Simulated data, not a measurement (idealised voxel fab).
Process module name: voxel ribs on slabs
Section shown: cut. Width: 200 nm. Cell size: 5 nm, square.
Cross-section = grid of square cells, listed top down in bands; band = one or more rows. Band: top height; bottom height; in nm. Then, left to right: material with width in nm, for each material. "all across": a single material spanning edge to edge. "air": empty space. Height reference: 0 = level under which incoming wafer is all one material. Lowest band: no bottom, runs on downward, e.g. "0 nm and below". You'd read "30->40" like this: the band's top row of cells is as wide as the first number, its bottom row is as wide as the second, and going down, every row changes width by the same amount as the row before did. The cross-section has no changed cell in any step marked "no modifications". You'll see "Closed internal voids" listing empty spaces that have no way open to the top, as long as they're 8 cells or more; the notation is width x height at distance, where the distance is from the left edge, and all of it is in nm. Read whatever lies past the settings on a step's line as the simulator's own remark about the step. What "overlay nm" on a step's line means: if the step has a mask, that mask lay this far to the right of its planned place, or, when the value is negative, to the left.
PLAN
1. RECEIVE [material Si]
2. DIRECTIONAL_DEP [material SiO2] [thk nm 30]
3. DIRECTIONAL_DEP [material polySi] [thk nm 15]
4. MASKED_ETCH [tone cover] [mask id RIB] [width nm 15] [etch materials polySi] [depth nm 10] [overlay nm 0]
5. PATTERN [tone cover] [mask id SLAB] [material resist] [width nm 55] [thk nm 15] [overlay nm 0]
6. DIRECTIONAL_ETCH [etch materials polySi] [depth nm 5]
7. STRIP [etch materials resist]
8. FILL_DEP [material SiO2] [thk nm 20]
9. CMP [height nm 55]
10. DIRECTIONAL_DEP [material W] [thk nm 5]
11. MASKED_ETCH [tone cover] [mask id HEATER] [width nm 25] [etch materials W] [depth nm 5] [overlay nm 0]
12. CONFORMAL_DEP [material SiN] [thk nm 5]
STEP 1 COMPLETE: CROSS-SECTION OF THE WAFER AS RECEIVED
- 0 nm and below = Si all across
- Closed internal voids: none
END-OF-MODULE XS, FIRST OF TWO WAFERS, RUN AS PLANNED
- 65 nm to 60 nm = air: 80 / SiN: 35 / air: 85
- 60 nm to 55 nm = SiN: 85 / W: 25 / SiN: 90
- 55 nm to 45 nm = SiO2 all across
- 45 nm to 35 nm = SiO2: 90 / polySi: 15 / SiO2: 95
- 35 nm to 30 nm = SiO2: 70 / polySi: 55 / SiO2: 75
- 30 nm to 0 nm = SiO2 all across
- 0 nm and below = Si all across
- Closed internal voids: none
HERE'S THE SECOND OF OUR TWO WAFERS SECTIONED AT MODULE END. SAME START AS THE FIRST, SAME PLAN, BUT ONE MISTAKE GOT MADE RUNNING IT
- 65 nm to 60 nm = air: 80 / SiN: 35 / air: 85
- 60 nm to 55 nm = SiN: 85 / W: 25 / SiN: 90
- 55 nm to 50 nm = SiO2 all across
- 50 nm to 40 nm = SiO2: 90 / polySi: 15 / SiO2: 95
- 40 nm to 35 nm = SiO2: 70 / polySi: 55 / SiO2: 75
- 35 nm to 30 nm = polySi all across
- 30 nm to 0 nm = SiO2 all across
- 0 nm and below = Si all across
- Closed internal voids: none
Deviation from plan: step 3 went in with a setting other than planned; the actual run was DIRECTIONAL_DEP [material polySi] [thk nm 20]
Final comparison by cell count, materials where the second wafer has more or fewer than the first: SiO2 -40; polySi +40
